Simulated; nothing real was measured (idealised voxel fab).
Documented hereafter: the process module known as voxel transistor to metal.
The width of the displayed cross-section, cut, is 205 nm; its cells are square, with a size of 5 nm.
A cross-section is a grid of square cells, given in bands from the top down. A band is one or more rows of cells. Read a band's entry like this: the first values are the height of its top and the height of its bottom in nm, and what follows is the sequence of materials from left to right, each with its width in nm. Note that "empty" is empty space, and that a single material marked "edge to edge" reaches across the band from edge to edge. Ref level 0: as-received wafer is one material below here. Bottom band extends down with no lower bound ("top 0, no bottom"). A two-number width, for instance "30 to 40", indicates that the width is equal to the first number in the top row of the band and to the second number in the bottom row, and that it changes by a constant amount per row of cells. "no change occurred" (step): cross-section cells unchanged, all of them. Enclosed voids (no open way to top), threshold 8 cells or more, entry "Cavities, closed", notation width x height at distance, distance from left edge, nm. On each step's line, the part that comes after the settings is the simulator's own comment on the step. "overlay nm" denotes, for a step that has a mask, the displacement of the mask to the right of its planned place, with negative values corresponding to the left. Heads up before you read on: it's before/after pairs around one process step each, after side only down to the lowest band that changed, step plus settings under the pair. Pairs can be from different runs of this module, same starting wafer, so only chain a pair onto the one above if its "Before-step section" entry says so.

### Before-step section
    top 105, bottom 75 = lowk edge to edge
    top 75, bottom 70 = SiCN edge to edge
    top 70, bottom 55 = lowk 55 nm  TiN 5 nm  Cu 5 nm  TiN 5 nm  lowk 65 nm  TiN 5 nm  Cu 5 nm  TiN 5 nm  lowk 55 nm
    top 55, bottom 50 = SiN 55 nm  TiN 15 nm  SiN 65 nm  TiN 15 nm  SiN 55 nm
    top 50, bottom 35 = SiO2 55 nm  TiN 5 nm  Ru 5 nm  TiN 5 nm  SiO2 65 nm  TiN 5 nm  Ru 5 nm  TiN 5 nm  SiO2 55 nm
    top 35, bottom 20 = SiO2 55 nm  TiN 5 nm  Ru 5 nm  TiN 5 nm  SiO2 10 nm  SiN 10 nm  SiCN 25 nm  SiN 10 nm  SiO2 10 nm  TiN 5 nm  Ru 5 nm  TiN 5 nm  SiO2 55 nm
    top 20, bottom 15 = SiO2 55 nm  TiN 5 nm  Ru 5 nm  TiN 5 nm  SiO2 10 nm  SiN 10 nm  polySi 25 nm  SiN 10 nm  SiO2 10 nm  TiN 5 nm  Ru 5 nm  TiN 5 nm  SiO2 55 nm
    top 15, bottom 10 = SiO2 55 nm  TiN 15 nm  SiO2 10 nm  SiN 10 nm  polySi 25 nm  SiN 10 nm  SiO2 10 nm  TiN 15 nm  SiO2 55 nm
    top 10, bottom 5 = SiO2 65 nm  SiGe 15 nm  SiN 10 nm  polySi 25 nm  SiN 10 nm  SiGe 15 nm  SiO2 65 nm
    top 5, bottom 0 = SiO2 35 nm  SiN 10 nm  SiO2 20 nm  SiGe 15 nm  SiN 10 nm  polySi 25 nm  SiN 10 nm  SiGe 15 nm  SiO2 20 nm  SiN 10 nm  SiO2 35 nm
    top 0, bottom -5 = SiO2 35 nm  SiN 15 nm  SiGe 30 nm  SiO2 45 nm  SiGe 30 nm  SiN 15 nm  SiO2 35 nm
    top -5, bottom -10 = SiO2 35 nm  SiN 15 nm  SiO2 5 nm  SiGe 25 nm  Si 45 nm  SiGe 25 nm  SiO2 5 nm  SiN 15 nm  SiO2 35 nm
    top -10, bottom -15 = SiO2 55 nm  SiGe 25 nm  Si 45 nm  SiGe 25 nm  SiO2 55 nm
    top -15, bottom -20 = SiO2 50 nm  Si 5 nm  SiGe 25 nm  Si 45 nm  SiGe 25 nm  Si 5 nm  SiO2 50 nm
    top -20, no bottom = Si edge to edge
    Cavities, closed: none

### Structure After Step
    top 120, bottom 105 = aC edge to edge
    No changes below 105.
    Cavities, closed: none
Here is the step that sits between the two cross-sections above: DIRECTIONAL_DEP | material aC | thk nm 15

Before-step section: starting point is the after cross-section of the pair just above.

### Structure After Step
    top 150, bottom 120 = resist 55 nm  empty 15 nm  resist 65 nm  empty 15 nm  resist 55 nm
    No changes below 120.
    Cavities, closed: none
Here is the step that sits between the two cross-sections above: PATTERN | tone open | mask id METAL_2 | material resist | width nm 15 | pitch nm 80 | thk nm 30 | overlay nm 0

Before-step section: starting point is the after cross-section of the pair just above.

### Structure After Step
    top 135, bottom 120 = resist 55 nm  empty 15 nm  resist 65 nm  empty 15 nm  resist 55 nm
    top 120, bottom 105 = aC 55 nm  empty 15 nm  aC 65 nm  empty 15 nm  aC 55 nm
    No changes below 105.
    Cavities, closed: none
Here is the step that sits between the two cross-sections above: DIRECTIONAL_ETCH | etch materials aC | depth nm 15

Before-step section: starting point is the after cross-section of the pair just above.

### Structure After Step
    top 120, bottom 105 = aC 55 nm  empty 15 nm  aC 65 nm  empty 15 nm  aC 55 nm
    No changes below 105.
    Cavities, closed: none
Here is the step that sits between the two cross-sections above: STRIP | etch materials resist

Before-step section: starting point is the after cross-section of the pair just above.

### Structure After Step
    top 120, bottom 105 = aC 55 nm  empty 15 nm  aC 65 nm  empty 15 nm  aC 55 nm
    top 105, bottom 85 = lowk 55 nm  empty 15 nm  lowk 65 nm  empty 15 nm  lowk 55 nm
    No changes below 85.
    Cavities, closed: none
Here is the step that sits between the two cross-sections above: DIRECTIONAL_ETCH | etch materials lowk | depth nm 20

Before-step section: starting point is the after cross-section of the pair just above.

### Structure After Step
    top 105, bottom 85 = lowk 55 nm  empty 15 nm  lowk 65 nm  empty 15 nm  lowk 55 nm
    No changes below 85.
    Cavities, closed: none
Here is the step that sits between the two cross-sections above: STRIP | etch materials aC

Before-step section: starting point is the after cross-section of the pair just above.

### Structure After Step
    top 105, bottom 75 = lowk 55 nm  empty 15 nm  lowk 65 nm  empty 15 nm  lowk 55 nm
    No changes below 75.
    Cavities, closed: none
Here is the step that sits between the two cross-sections above: MASKED_ETCH | tone open | mask id METAL_2_HOLES | width nm 15 | pitch nm 80 | etch materials lowk | depth nm 10 | overlay nm 0

Before-step section: starting point is the after cross-section of the pair just above.

### Structure After Step
    top 105, bottom 75 = lowk 55 nm  empty 15 nm  lowk 65 nm  empty 15 nm  lowk 55 nm
    top 75, bottom 70 = SiCN 55 nm  empty 15 nm  SiCN 65 nm  empty 15 nm  SiCN 55 nm
    No changes below 70.
    Cavities, closed: none
Here is the step that sits between the two cross-sections above: MASKED_ETCH | tone open | mask id METAL_2_HOLES | width nm 15 | pitch nm 80 | etch materials SiCN | depth nm 5 | overlay nm 0

Before-step section: starting point is the after cross-section of the pair just above.

### Structure After Step
    top 110, bottom 105 = TiN 60 nm  empty 5 nm  TiN 75 nm  empty 5 nm  TiN 60 nm
    top 105, bottom 75 = lowk 55 nm  TiN 5 nm  empty 5 nm  TiN 5 nm  lowk 65 nm  TiN 5 nm  empty 5 nm  TiN 5 nm  lowk 55 nm
    top 75, bottom 70 = SiCN 55 nm  TiN 15 nm  SiCN 65 nm  TiN 15 nm  SiCN 55 nm
    No changes below 70.
    Cavities, closed: none
Here is the step that sits between the two cross-sections above: CONFORMAL_DEP | material TiN | thk nm 5

Before-step section: starting point is the after cross-section of the pair just above.

### Structure After Step
    top 120, bottom 110 = Cu edge to edge
    top 110, bottom 105 = TiN 60 nm  Cu 5 nm  TiN 75 nm  Cu 5 nm  TiN 60 nm
    top 105, bottom 75 = lowk 55 nm  TiN 5 nm  Cu 5 nm  TiN 5 nm  lowk 65 nm  TiN 5 nm  Cu 5 nm  TiN 5 nm  lowk 55 nm
    No changes below 75.
    Cavities, closed: none
Here is the step that sits between the two cross-sections above: FILL_DEP | material Cu | thk nm 10

Before-step section: starting point is the after cross-section of the pair just above.

### Structure After Step
    top 105, bottom 75 = lowk 55 nm  TiN 5 nm  Cu 5 nm  TiN 5 nm  lowk 65 nm  TiN 5 nm  Cu 5 nm  TiN 5 nm  lowk 55 nm
    No changes below 75.
    Cavities, closed: none
Here is the step that sits between the two cross-sections above: CMP | height nm 105

Before-step section: starting point is the after cross-section of the pair just above.

### Structure After Step
    top 110, bottom 105 = SiN edge to edge
    No changes below 105.
    Cavities, closed: none
Here is the step that sits between the two cross-sections above: CONFORMAL_DEP | material SiN | thk nm 5

### Before-step section
    top 75, bottom 70 = SiCN edge to edge
    top 70, bottom 55 = lowk 55 nm  TiN 5 nm  Cu 5 nm  TiN 5 nm  lowk 65 nm  TiN 5 nm  Cu 5 nm  TiN 5 nm  lowk 55 nm
    top 55, bottom 50 = SiN 55 nm  TiN 15 nm  SiN 65 nm  TiN 15 nm  SiN 55 nm
    top 50, bottom 35 = SiO2 55 nm  TiN 5 nm  Ru 5 nm  TiN 5 nm  SiO2 65 nm  TiN 5 nm  Ru 5 nm  TiN 5 nm  SiO2 55 nm
    top 35, bottom 20 = SiO2 55 nm  TiN 5 nm  Ru 5 nm  TiN 5 nm  SiO2 10 nm  SiN 10 nm  SiCN 25 nm  SiN 10 nm  SiO2 10 nm  TiN 5 nm  Ru 5 nm  TiN 5 nm  SiO2 55 nm
    top 20, bottom 15 = SiO2 55 nm  TiN 5 nm  Ru 5 nm  TiN 5 nm  SiO2 10 nm  SiN 10 nm  polySi 25 nm  SiN 10 nm  SiO2 10 nm  TiN 5 nm  Ru 5 nm  TiN 5 nm  SiO2 55 nm
    top 15, bottom 10 = SiO2 55 nm  TiN 15 nm  SiO2 10 nm  SiN 10 nm  polySi 25 nm  SiN 10 nm  SiO2 10 nm  TiN 15 nm  SiO2 55 nm
    top 10, bottom 5 = SiO2 50 nm  SiGe 30 nm  SiN 10 nm  polySi 25 nm  SiN 10 nm  SiGe 30 nm  SiO2 50 nm
    top 5, bottom 0 = SiO2 45 nm  SiN 10 nm  SiGe 25 nm  SiN 10 nm  polySi 25 nm  SiN 10 nm  SiGe 25 nm  SiN 10 nm  SiO2 45 nm
    top 0, bottom -5 = SiO2 55 nm  SiGe 25 nm  SiO2 45 nm  SiGe 25 nm  SiO2 55 nm
    top -5, bottom -20 = SiO2 50 nm  Si 5 nm  SiGe 25 nm  Si 45 nm  SiGe 25 nm  Si 5 nm  SiO2 50 nm
    top -20, no bottom = Si edge to edge
    Cavities, closed: none

### Structure After Step
    top 100, bottom 75 = lowk edge to edge
    No changes below 75.
    Cavities, closed: none
Here is the step that sits between the two cross-sections above: DIRECTIONAL_DEP | material lowk | thk nm 25

Before-step section: starting point is the after cross-section of the pair just above.

### Structure After Step
    top 115, bottom 100 = aC edge to edge
    No changes below 100.
    Cavities, closed: none
Here is the step that sits between the two cross-sections above: DIRECTIONAL_DEP | material aC | thk nm 15

Before-step section: starting point is the after cross-section of the pair just above.

### Structure After Step
    top 145, bottom 115 = resist 55 nm  empty 15 nm  resist 65 nm  empty 15 nm  resist 55 nm
    No changes below 115.
    Cavities, closed: none
Here is the step that sits between the two cross-sections above: PATTERN | tone open | mask id METAL_2 | material resist | width nm 15 | pitch nm 80 | thk nm 30 | overlay nm 0

Before-step section: starting point is the after cross-section of the pair just above.

### Structure After Step
    top 130, bottom 115 = resist 55 nm  empty 15 nm  resist 65 nm  empty 15 nm  resist 55 nm
    top 115, bottom 100 = aC 55 nm  empty 15 nm  aC 65 nm  empty 15 nm  aC 55 nm
    No changes below 100.
    Cavities, closed: none
Here is the step that sits between the two cross-sections above: DIRECTIONAL_ETCH | etch materials aC | depth nm 15

Before-step section: starting point is the after cross-section of the pair just above.

### Structure After Step
    top 115, bottom 100 = aC 55 nm  empty 15 nm  aC 65 nm  empty 15 nm  aC 55 nm
    No changes below 100.
    Cavities, closed: none
Here is the step that sits between the two cross-sections above: STRIP | etch materials resist

Before-step section: starting point is the after cross-section of the pair just above.

### Structure After Step
    top 115, bottom 100 = aC 55 nm  empty 15 nm  aC 65 nm  empty 15 nm  aC 55 nm
    top 100, bottom 80 = lowk 55 nm  empty 15 nm  lowk 65 nm  empty 15 nm  lowk 55 nm
    No changes below 80.
    Cavities, closed: none
Here is the step that sits between the two cross-sections above: DIRECTIONAL_ETCH | etch materials lowk | depth nm 20

Before-step section: starting point is the after cross-section of the pair just above.

### Structure After Step
    top 100, bottom 80 = lowk 55 nm  empty 15 nm  lowk 65 nm  empty 15 nm  lowk 55 nm
    No changes below 80.
    Cavities, closed: none
Here is the step that sits between the two cross-sections above: STRIP | etch materials aC

Before-step section: starting point is the after cross-section of the pair just above.

### Structure After Step
    top 100, bottom 75 = lowk 55 nm  empty 15 nm  lowk 65 nm  empty 15 nm  lowk 55 nm
    No changes below 75.
    Cavities, closed: none
Here is the step that sits between the two cross-sections above: MASKED_ETCH | tone open | mask id METAL_2_HOLES | width nm 15 | pitch nm 80 | etch materials lowk | depth nm 10 | overlay nm 0

Before-step section: starting point is the after cross-section of the pair just above.

### Structure After Step
    top 100, bottom 75 = lowk 55 nm  empty 15 nm  lowk 65 nm  empty 15 nm  lowk 55 nm
    top 75, bottom 70 = SiCN 55 nm  empty 15 nm  SiCN 65 nm  empty 15 nm  SiCN 55 nm
    No changes below 70.
    Cavities, closed: none
Here is the step that sits between the two cross-sections above: MASKED_ETCH | tone open | mask id METAL_2_HOLES | width nm 15 | pitch nm 80 | etch materials SiCN | depth nm 5 | overlay nm 0

Before-step section: starting point is the after cross-section of the pair just above.

### Structure After Step
    top 105, bottom 100 = TiN 60 nm  empty 5 nm  TiN 75 nm  empty 5 nm  TiN 60 nm
    top 100, bottom 75 = lowk 55 nm  TiN 5 nm  empty 5 nm  TiN 5 nm  lowk 65 nm  TiN 5 nm  empty 5 nm  TiN 5 nm  lowk 55 nm
    top 75, bottom 70 = SiCN 55 nm  TiN 15 nm  SiCN 65 nm  TiN 15 nm  SiCN 55 nm
    No changes below 70.
    Cavities, closed: none
Here is the step that sits between the two cross-sections above: CONFORMAL_DEP | material TiN | thk nm 5

Before-step section: starting point is the after cross-section of the pair just above.

### Structure After Step
    top 115, bottom 105 = Cu edge to edge
    top 105, bottom 100 = TiN 60 nm  Cu 5 nm  TiN 75 nm  Cu 5 nm  TiN 60 nm
    top 100, bottom 75 = lowk 55 nm  TiN 5 nm  Cu 5 nm  TiN 5 nm  lowk 65 nm  TiN 5 nm  Cu 5 nm  TiN 5 nm  lowk 55 nm
    No changes below 75.
    Cavities, closed: none
Here is the step that sits between the two cross-sections above: FILL_DEP | material Cu | thk nm 10

Before-step section: starting point is the after cross-section of the pair just above.

### Structure After Step
    top 105, bottom 100 = TiN 60 nm  Cu 5 nm  TiN 75 nm  Cu 5 nm  TiN 60 nm
    No changes below 100.
    Cavities, closed: none
Here is the step that sits between the two cross-sections above: CMP | height nm 105

Before-step section: starting point is the after cross-section of the pair just above.

### Structure After Step
    top 110, bottom 105 = SiN edge to edge
    No changes below 105.
    Cavities, closed: none
Here is the step that sits between the two cross-sections above: CONFORMAL_DEP | material SiN | thk nm 5

### Before-step section
    top 20, bottom 5 = SiN edge to edge
    top 5, bottom 0 = SiO2 edge to edge
    top 0, no bottom = Si edge to edge
    Cavities, closed: none

### Structure After Step
    top 40, bottom 20 = empty 45 nm  resist 115 nm  empty 45 nm
    No changes below 20.
    Cavities, closed: none
Here is the step that sits between the two cross-sections above: PATTERN | tone cover | mask id ACTIVE | material resist | width nm 115 | thk nm 20 | overlay nm 0

Before-step section: starting point is the after cross-section of the pair just above.

### Structure After Step
    top 40, bottom 20 = empty 45 nm  resist 115 nm  empty 45 nm
    top 20, bottom 5 = empty 45 nm  SiN 115 nm  empty 45 nm
    No changes below 5.
    Cavities, closed: none
Here is the step that sits between the two cross-sections above: DIRECTIONAL_ETCH | etch materials SiN | depth nm 15

Before-step section: starting point is the after cross-section of the pair just above.

### Structure After Step
    top 40, bottom 20 = empty 45 nm  resist 115 nm  empty 45 nm
    top 20, bottom 5 = empty 45 nm  SiN 115 nm  empty 45 nm
    top 5, bottom 0 = empty 45 nm  SiO2 115 nm  empty 45 nm
    No changes below 0.
    Cavities, closed: none
Here is the step that sits between the two cross-sections above: DIRECTIONAL_ETCH | etch materials SiO2 | depth nm 5

Before-step section: starting point is the after cross-section of the pair just above.

### Structure After Step
    top 40, bottom 20 = empty 45 nm  resist 115 nm  empty 45 nm
    top 20, bottom 5 = empty 45 nm  SiN 115 nm  empty 45 nm
    top 5, bottom 0 = empty 45 nm  SiO2 115 nm  empty 45 nm
    top 0, bottom -20 = empty 45 nm  Si 115 nm  empty 45 nm
    No changes below -20.
    Cavities, closed: none
Here is the step that sits between the two cross-sections above: DIRECTIONAL_ETCH | etch materials Si | depth nm 20

Before-step section: starting point is the after cross-section of the pair just above.

### Structure After Step
    top 20, bottom 5 = empty 45 nm  SiN 115 nm  empty 45 nm
    No changes below 5.
    Cavities, closed: none
Here is the step that sits between the two cross-sections above: STRIP | etch materials resist

Before-step section: starting point is the after cross-section of the pair just above.

### Structure After Step
    top 35, bottom 20 = SiO2 edge to edge
    top 20, bottom 5 = SiO2 45 nm  SiN 115 nm  SiO2 45 nm
    top 5, bottom 0 = SiO2 edge to edge
    top 0, bottom -20 = SiO2 45 nm  Si 115 nm  SiO2 45 nm
    No changes below -20.
    Cavities, closed: none
Here is the step that sits between the two cross-sections above: FILL_DEP | material SiO2 | thk nm 15

Before-step section: starting point is the after cross-section of the pair just above.

### Structure After Step
    top 20, bottom 5 = SiO2 45 nm  SiN 115 nm  SiO2 45 nm
    No changes below 5.
    Cavities, closed: none
Here is the step that sits between the two cross-sections above: CMP | height nm 20

Before-step section: starting point is the after cross-section of the pair just above.

### Structure After Step
    top 20, bottom 10 = empty 45 nm  SiN 115 nm  empty 45 nm
    No changes below 10.
    Cavities, closed: none
Here is the step that sits between the two cross-sections above: SELECTIVE_ETCH | etch materials SiO2 | depth nm 10

Before-step section: starting point is the after cross-section of the pair just above.

### Structure After Step
    top 10, bottom 5 = SiO2 45 nm  empty 115 nm  SiO2 45 nm
    No changes below 5.
    Cavities, closed: none
Here is the step that sits between the two cross-sections above: STRIP | etch materials SiN

Before-step section: starting point is the after cross-section of the pair just above.

### Structure After Step
    top 5, bottom 0 = SiO2 40 nm  empty 125 nm  SiO2 40 nm
    No changes below 0.
    Cavities, closed: none
Here is the step that sits between the two cross-sections above: SELECTIVE_ETCH | etch materials SiO2 | depth nm 5

Before-step section: starting point is the after cross-section of the pair just above.

### Structure After Step
    top 5, bottom 0 = SiO2 40 nm  empty 125 nm  SiO2 40 nm
    top 0, bottom -5 = SiO2 edge to edge
    No changes below -5.
    Cavities, closed: none
Here is the step that sits between the two cross-sections above: OXIDIZE | depth nm 5

Before-step section: starting point is the after cross-section of the pair just above.

### Structure After Step
    top 25, bottom 20 = polySi 40 nm  empty 125 nm  polySi 40 nm
    top 20, bottom 5 = polySi edge to edge
    top 5, bottom 0 = SiO2 40 nm  polySi 125 nm  SiO2 40 nm
    No changes below 0.
    Cavities, closed: none
Here is the step that sits between the two cross-sections above: DIRECTIONAL_DEP | material polySi | thk nm 20

Before-step section: starting point is the after cross-section of the pair just above.

### Structure After Step
    top 40, bottom 35 = SiCN 40 nm  empty 125 nm  SiCN 40 nm
    top 35, bottom 25 = SiCN edge to edge
    top 25, bottom 20 = polySi 40 nm  SiCN 125 nm  polySi 40 nm
    No changes below 20.
    Cavities, closed: none
Here is the step that sits between the two cross-sections above: DIRECTIONAL_DEP | material SiCN | thk nm 15

Before-step section: starting point is the after cross-section of the pair just above.

### Structure After Step
    top 60, bottom 40 = empty 90 nm  resist 25 nm  empty 90 nm
    top 40, bottom 35 = SiCN 40 nm  empty 50 nm  resist 25 nm  empty 50 nm  SiCN 40 nm
    No changes below 35.
    Cavities, closed: none
Here is the step that sits between the two cross-sections above: PATTERN | tone cover | mask id GATE | material resist | width nm 25 | thk nm 20 | overlay nm 0

Before-step section: starting point is the after cross-section of the pair just above.

### Structure After Step
    top 60, bottom 35 = empty 90 nm  resist 25 nm  empty 90 nm
    top 35, bottom 25 = empty 90 nm  SiCN 25 nm  empty 90 nm
    top 25, bottom 20 = polySi 40 nm  empty 50 nm  SiCN 25 nm  empty 50 nm  polySi 40 nm
    No changes below 20.
    Cavities, closed: none
Here is the step that sits between the two cross-sections above: DIRECTIONAL_ETCH | etch materials SiCN | depth nm 25

Before-step section: starting point is the after cross-section of the pair just above.

### Structure After Step
    top 60, bottom 35 = empty 90 nm  resist 25 nm  empty 90 nm
    top 35, bottom 20 = empty 90 nm  SiCN 25 nm  empty 90 nm
    top 20, bottom 5 = empty 90 nm  polySi 25 nm  empty 90 nm
    top 5, bottom 0 = SiO2 40 nm  empty 50 nm  polySi 25 nm  empty 50 nm  SiO2 40 nm
    No changes below 0.
    Cavities, closed: none
Here is the step that sits between the two cross-sections above: DIRECTIONAL_ETCH | etch materials polySi | depth nm 30

Before-step section: starting point is the after cross-section of the pair just above.

### Structure After Step
    top 35, bottom 20 = empty 90 nm  SiCN 25 nm  empty 90 nm
    No changes below 20.
    Cavities, closed: none
Here is the step that sits between the two cross-sections above: STRIP | etch materials resist

Before-step section: starting point is the after cross-section of the pair just above.

### Structure After Step
    top 45, bottom 35 = empty 80 nm  SiN 45 nm  empty 80 nm
    top 35, bottom 20 = empty 80 nm  SiN 10 nm  SiCN 25 nm  SiN 10 nm  empty 80 nm
    top 20, bottom 15 = empty 80 nm  SiN 10 nm  polySi 25 nm  SiN 10 nm  empty 80 nm
    top 15, bottom 10 = SiN 50 nm  empty 30 nm  SiN 10 nm  polySi 25 nm  SiN 10 nm  empty 30 nm  SiN 50 nm
    top 10, bottom 5 = SiN 90 nm  polySi 25 nm  SiN 90 nm
    top 5, bottom 0 = SiO2 40 nm  SiN 50 nm  polySi 25 nm  SiN 50 nm  SiO2 40 nm
    No changes below 0.
    Cavities, closed: none
Here is the step that sits between the two cross-sections above: CONFORMAL_DEP | material SiN | thk nm 10

Before-step section: starting point is the after cross-section of the pair just above.

### Structure After Step
    top 35, bottom 20 = empty 80 nm  SiN 10 nm  SiCN 25 nm  SiN 10 nm  empty 80 nm
    top 20, bottom 5 = empty 80 nm  SiN 10 nm  polySi 25 nm  SiN 10 nm  empty 80 nm
    top 5, bottom 0 = SiO2 40 nm  SiN 10 nm  empty 30 nm  SiN 10 nm  polySi 25 nm  SiN 10 nm  empty 30 nm  SiN 10 nm  SiO2 40 nm
    No changes below 0.
    Cavities, closed: none
Here is the step that sits between the two cross-sections above: DIRECTIONAL_ETCH | etch materials SiN | depth nm 10

Before-step section: starting point is the after cross-section of the pair just above.

### Structure After Step
    top 35, bottom 20 = empty 80 nm  SiN 10 nm  SiCN 25 nm  SiN 10 nm  empty 80 nm
    top 20, bottom 5 = empty 80 nm  SiN 10 nm  polySi 25 nm  SiN 10 nm  empty 80 nm
    top 5, bottom 0 = empty 40 nm  SiN 10 nm  empty 30 nm  SiN 10 nm  polySi 25 nm  SiN 10 nm  empty 30 nm  SiN 10 nm  empty 40 nm
    top 0, bottom -5 = SiO2 50 nm  empty 30 nm  SiO2 45 nm  empty 30 nm  SiO2 50 nm
    No changes below -5.
    Cavities, closed: none
Here is the step that sits between the two cross-sections above: DIRECTIONAL_ETCH | etch materials SiO2 | depth nm 5

Before-step section: starting point is the after cross-section of the pair just above.

### Structure After Step
    top 35, bottom 20 = empty 80 nm  SiN 10 nm  SiCN 25 nm  SiN 10 nm  empty 80 nm
    top 20, bottom 5 = empty 80 nm  SiN 10 nm  polySi 25 nm  SiN 10 nm  empty 80 nm
    top 5, bottom 0 = empty 40 nm  SiN 10 nm  empty 30 nm  SiN 10 nm  polySi 25 nm  SiN 10 nm  empty 30 nm  SiN 10 nm  empty 40 nm
    top 0, bottom -5 = SiO2 50 nm  empty 30 nm  SiO2 45 nm  empty 30 nm  SiO2 50 nm
    top -5, bottom -20 = SiO2 45 nm  Si 5 nm  empty 30 nm  Si 45 nm  empty 30 nm  Si 5 nm  SiO2 45 nm
    No changes below -20.
    Cavities, closed: none
Here is the step that sits between the two cross-sections above: DIRECTIONAL_ETCH | etch materials Si | depth nm 15

Before-step section: starting point is the after cross-section of the pair just above.

### Structure After Step
    top 35, bottom 20 = empty 80 nm  SiN 10 nm  SiCN 25 nm  SiN 10 nm  empty 80 nm
    top 20, bottom 10 = empty 80 nm  SiN 10 nm  polySi 25 nm  SiN 10 nm  empty 80 nm
    top 10, bottom 5 = empty 45 nm  SiGe 35 nm  SiN 10 nm  polySi 25 nm  SiN 10 nm  SiGe 35 nm  empty 45 nm
    top 5, bottom 0 = empty 40 nm  SiN 10 nm  SiGe 30 nm  SiN 10 nm  polySi 25 nm  SiN 10 nm  SiGe 30 nm  SiN 10 nm  empty 40 nm
    top 0, bottom -5 = SiO2 50 nm  SiGe 30 nm  SiO2 45 nm  SiGe 30 nm  SiO2 50 nm
    top -5, bottom -20 = SiO2 45 nm  Si 5 nm  SiGe 30 nm  Si 45 nm  SiGe 30 nm  Si 5 nm  SiO2 45 nm
    No changes below -20.
    Cavities, closed: none
Here is the step that sits between the two cross-sections above: EPI | material SiGe | thk nm 15

Before-step section: starting point is the after cross-section of the pair just above.

### Structure After Step
    top 40, bottom 35 = SiO2 edge to edge
    top 35, bottom 20 = SiO2 80 nm  SiN 10 nm  SiCN 25 nm  SiN 10 nm  SiO2 80 nm
    top 20, bottom 10 = SiO2 80 nm  SiN 10 nm  polySi 25 nm  SiN 10 nm  SiO2 80 nm
    top 10, bottom 5 = SiO2 45 nm  SiGe 35 nm  SiN 10 nm  polySi 25 nm  SiN 10 nm  SiGe 35 nm  SiO2 45 nm
    top 5, bottom 0 = SiO2 40 nm  SiN 10 nm  SiGe 30 nm  SiN 10 nm  polySi 25 nm  SiN 10 nm  SiGe 30 nm  SiN 10 nm  SiO2 40 nm
    No changes below 0.
    Cavities, closed: none
Here is the step that sits between the two cross-sections above: FILL_DEP | material SiO2 | thk nm 5

Before-step section: starting point is the after cross-section of the pair just above.

### Structure After Step
    top 35, bottom 20 = SiO2 80 nm  SiN 10 nm  SiCN 25 nm  SiN 10 nm  SiO2 80 nm
    No changes below 20.
    Cavities, closed: none
Here is the step that sits between the two cross-sections above: CMP | height nm 35

Before-step section: starting point is the after cross-section of the pair just above.

### Structure After Step
    top 50, bottom 35 = SiO2 edge to edge
    No changes below 35.
    Cavities, closed: none
Here is the step that sits between the two cross-sections above: DIRECTIONAL_DEP | material SiO2 | thk nm 15

Before-step section: starting point is the after cross-section of the pair just above.

### Structure After Step
    top 50, bottom 35 = SiO2 55 nm  empty 15 nm  SiO2 65 nm  empty 15 nm  SiO2 55 nm
    top 35, bottom 20 = SiO2 55 nm  empty 15 nm  SiO2 10 nm  SiN 10 nm  SiCN 25 nm  SiN 10 nm  SiO2 10 nm  empty 15 nm  SiO2 55 nm
    top 20, bottom 10 = SiO2 55 nm  empty 15 nm  SiO2 10 nm  SiN 10 nm  polySi 25 nm  SiN 10 nm  SiO2 10 nm  empty 15 nm  SiO2 55 nm
    No changes below 10.
    Cavities, closed: none
Here is the step that sits between the two cross-sections above: MASKED_ETCH | tone open | mask id CONTACT | width nm 15 | pitch nm 80 | etch materials SiO2 | depth nm 40 | overlay nm 0

Before-step section: starting point is the after cross-section of the pair just above.

### Structure After Step
    top 55, bottom 50 = TiN 60 nm  empty 5 nm  TiN 75 nm  empty 5 nm  TiN 60 nm
    top 50, bottom 35 = SiO2 55 nm  TiN 5 nm  empty 5 nm  TiN 5 nm  SiO2 65 nm  TiN 5 nm  empty 5 nm  TiN 5 nm  SiO2 55 nm
    top 35, bottom 20 = SiO2 55 nm  TiN 5 nm  empty 5 nm  TiN 5 nm  SiO2 10 nm  SiN 10 nm  SiCN 25 nm  SiN 10 nm  SiO2 10 nm  TiN 5 nm  empty 5 nm  TiN 5 nm  SiO2 55 nm
    top 20, bottom 15 = SiO2 55 nm  TiN 5 nm  empty 5 nm  TiN 5 nm  SiO2 10 nm  SiN 10 nm  polySi 25 nm  SiN 10 nm  SiO2 10 nm  TiN 5 nm  empty 5 nm  TiN 5 nm  SiO2 55 nm
    top 15, bottom 10 = SiO2 55 nm  TiN 15 nm  SiO2 10 nm  SiN 10 nm  polySi 25 nm  SiN 10 nm  SiO2 10 nm  TiN 15 nm  SiO2 55 nm
    No changes below 10.
    Cavities, closed: none
Here is the step that sits between the two cross-sections above: CONFORMAL_DEP | material TiN | thk nm 5

Before-step section: starting point is the after cross-section of the pair just above.

### Structure After Step
    top 60, bottom 55 = Ru edge to edge
    top 55, bottom 50 = TiN 60 nm  Ru 5 nm  TiN 75 nm  Ru 5 nm  TiN 60 nm
    top 50, bottom 35 = SiO2 55 nm  TiN 5 nm  Ru 5 nm  TiN 5 nm  SiO2 65 nm  TiN 5 nm  Ru 5 nm  TiN 5 nm  SiO2 55 nm
    top 35, bottom 20 = SiO2 55 nm  TiN 5 nm  Ru 5 nm  TiN 5 nm  SiO2 10 nm  SiN 10 nm  SiCN 25 nm  SiN 10 nm  SiO2 10 nm  TiN 5 nm  Ru 5 nm  TiN 5 nm  SiO2 55 nm
    top 20, bottom 15 = SiO2 55 nm  TiN 5 nm  Ru 5 nm  TiN 5 nm  SiO2 10 nm  SiN 10 nm  polySi 25 nm  SiN 10 nm  SiO2 10 nm  TiN 5 nm  Ru 5 nm  TiN 5 nm  SiO2 55 nm
    No changes below 15.
    Cavities, closed: none
Here is the step that sits between the two cross-sections above: FILL_DEP | material Ru | thk nm 5

Before-step section: starting point is the after cross-section of the pair just above.

### Structure After Step
    top 50, bottom 35 = SiO2 55 nm  TiN 5 nm  Ru 5 nm  TiN 5 nm  SiO2 65 nm  TiN 5 nm  Ru 5 nm  TiN 5 nm  SiO2 55 nm
    No changes below 35.
    Cavities, closed: none
Here is the step that sits between the two cross-sections above: CMP | height nm 50

Before-step section: starting point is the after cross-section of the pair just above.

### Structure After Step
    top 55, bottom 50 = SiN edge to edge
    No changes below 50.
    Cavities, closed: none
Here is the step that sits between the two cross-sections above: CONFORMAL_DEP | material SiN | thk nm 5

Before-step section: starting point is the after cross-section of the pair just above.

### Structure After Step
    top 70, bottom 55 = lowk edge to edge
    No changes below 55.
    Cavities, closed: none
Here is the step that sits between the two cross-sections above: DIRECTIONAL_DEP | material lowk | thk nm 15

Before-step section: starting point is the after cross-section of the pair just above.

### Structure After Step
    top 80, bottom 70 = aC edge to edge
    No changes below 70.
    Cavities, closed: none
Here is the step that sits between the two cross-sections above: DIRECTIONAL_DEP | material aC | thk nm 10
